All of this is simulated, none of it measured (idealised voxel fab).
Process module under the name voxel capacitor over wiring
Section shown: cut. Width: 265 nm. Cell size: 5 nm, square.
How to read a cross-section here: the picture is a grid of square cells, written as bands going from the top down, and any band can span one or more rows of cells.
Basically the band line says how high the top is and how high the bottom is, in nm, and then what's in it from left to right, every material with its width in nm. Empty space shows up as "blank", and if a single material carries "edge to edge" it runs the full band edge to edge.
Height reference: 0 = level under which incoming wafer is all one material. Lowest band: no bottom, runs on downward, e.g. "0 and below".
A two-number width, for instance "30 to 40", indicates that the width is equal to the first number in the top row of the band and to the second number in the bottom row, and that it changes by a constant amount per row of cells.
The designation "same as before", where it is given for a processing step, indicates that no cell of the cross-section was altered in the course of that step.
Empty spaces without an open route to the top, at least 8 cells in extent, make up the entry "Entrapped voids"; each is given as width x height at distance, where the distance is measured from the left edge, and all are in nm.
Post-settings text on a step line: simulator's own remark regarding the step.
overlay nm: step with mask; distance mask lay right of planned place; negative value = left of planned place.
## So here's the lineup of process steps we planned
1) RECEIVE: material Si
2) CONFORMAL_DEP: material SiO2, thk nm 15
3) DIRECTIONAL_DEP: material TiN, thk nm 5
4) DIRECTIONAL_DEP: material W, thk nm 15
5) PATTERN: tone cover, mask id METAL_1, material resist, width nm 25, pitch nm 80, thk nm 15, overlay nm 0
6) DIRECTIONAL_ETCH: etch materials W, depth nm 15
7) DIRECTIONAL_ETCH: etch materials TiN, depth nm 5
8) STRIP: etch materials resist
9) CONFORMAL_DEP: material SiCN, thk nm 5
10) FILL_DEP: material lowk, thk nm 5
11) CMP: height nm 35
12) CONFORMAL_DEP: material SiCN, thk nm 5
13) DIRECTIONAL_DEP: material lowk, thk nm 20
14) PATTERN: tone open, mask id PLUG_1, material resist, width nm 15, thk nm 15, overlay nm 0
15) DIRECTIONAL_ETCH: etch materials lowk, depth nm 20
16) DIRECTIONAL_ETCH: etch materials SiCN, depth nm 5
17) STRIP: etch materials resist
18) CONFORMAL_DEP: material TiN, thk nm 5
19) FILL_DEP: material W, thk nm 5
20) CMP: height nm 60
21) DIRECTIONAL_DEP: material TiN, thk nm 5
22) DIRECTIONAL_DEP: material HfO2, thk nm 5
23) DIRECTIONAL_DEP: material TiN, thk nm 5
24) PATTERN: tone cover, mask id UPPER_PLATE, material resist, width nm 60, thk nm 15, overlay nm 0
25) DIRECTIONAL_ETCH: etch materials TiN, depth nm 5
26) DIRECTIONAL_ETCH: etch materials HfO2, depth nm 5
27) STRIP: etch materials resist
28) PATTERN: tone cover, mask id LOWER_PLATE, material resist, width nm 70, thk nm 15, overlay nm 0
29) DIRECTIONAL_ETCH: etch materials TiN, depth nm 5
30) STRIP: etch materials resist
31) FILL_DEP: material SiO2, thk nm 15
32) CMP: height nm 85
33) DIRECTIONAL_DEP: material aC, thk nm 10
34) PATTERN: tone open, mask id PLUG_2, material resist, width nm 15, thk nm 30, overlay nm 0
35) DIRECTIONAL_ETCH: etch materials aC, depth nm 10
36) STRIP: etch materials resist
37) DIRECTIONAL_ETCH: etch materials SiO2, depth nm 10
38) STRIP: etch materials aC
39) CONFORMAL_DEP: material TiN, thk nm 5
40) FILL_DEP: material Ru, thk nm 10
41) CMP: height nm 85
42) CONFORMAL_DEP: material SiCN, thk nm 5
All wafers enter the flow in the same state. The width nm at step 14 differs from wafer to wafer, and the plan gives the value for the first wafer.
## Cross-section, first of several wafers, as delivered after step 1
	0 and below = Si edge to edge
	Entrapped voids: none
## End-of-module cross-section, first of several wafers, after last step 42
	90 down to 85 = SiCN edge to edge
	85 down to 80 = SiO2=100  TiN=5  Ru=5  TiN=5  SiO2=150
	80 down to 70 = SiO2=100 to 90  TiN=15 to 60  SiO2=150 to 115
	70 down to 65 = SiO2=90  HfO2=60  SiO2=115
	65 down to 60 = SiO2=85  TiN=70  SiO2=110
	60 down to 40 = lowk=90  TiN=5  W=5  TiN=5  lowk=160
	40 down to 35 = SiCN=90  TiN=15  SiCN=160
	35 down to 20 = lowk=75  SiCN=5  W=25  SiCN=5  lowk=45  SiCN=5  W=25  SiCN=5  lowk=75
	20 down to 15 = SiCN=80  TiN=25  SiCN=55  TiN=25  SiCN=80
	15 down to 0 = SiO2 edge to edge
	0 and below = Si edge to edge
	Entrapped voids: none
## At the end of the module, the last of several wafers in cross-section
	90 down to 85 = SiCN edge to edge
	85 down to 80 = SiO2=100  TiN=5  Ru=5  TiN=5  SiO2=150
	80 down to 70 = SiO2=100 to 90  TiN=15 to 60  SiO2=150 to 115
	70 down to 65 = SiO2=90  HfO2=60  SiO2=115
	65 down to 60 = SiO2=85  TiN=70  SiO2=110
	60 down to 40 = lowk=85  TiN=5  W=20  TiN=5  lowk=150
	40 down to 35 = SiCN=85  TiN=30  SiCN=150
	35 down to 20 = lowk=75  SiCN=5  W=25  SiCN=5  lowk=45  SiCN=5  W=25  SiCN=5  lowk=75
	20 down to 15 = SiCN=80  TiN=25  SiCN=55  TiN=25  SiCN=80
	15 down to 0 = SiO2 edge to edge
	0 and below = Si edge to edge
	Entrapped voids: none
## Per wafer, end of module: cells gained (+) or lost (-) per material since receipt, then closed voids
width nm 15 | +12 HfO2 | +1 Ru | +158 SiCN | +380 SiO2 | +52 TiN | +34 W | +317 lowk | Entrapped voids: none
width nm 20 | +12 HfO2 | +1 Ru | +157 SiCN | +380 SiO2 | +53 TiN | +38 W | +313 lowk | Entrapped voids: none
width nm 25 | +12 HfO2 | +1 Ru | +156 SiCN | +380 SiO2 | +54 TiN | +42 W | +309 lowk | Entrapped voids: none
width nm 30 | +12 HfO2 | +1 Ru | +155 SiCN | +380 SiO2 | +55 TiN | +46 W | +305 lowk | Entrapped voids: none
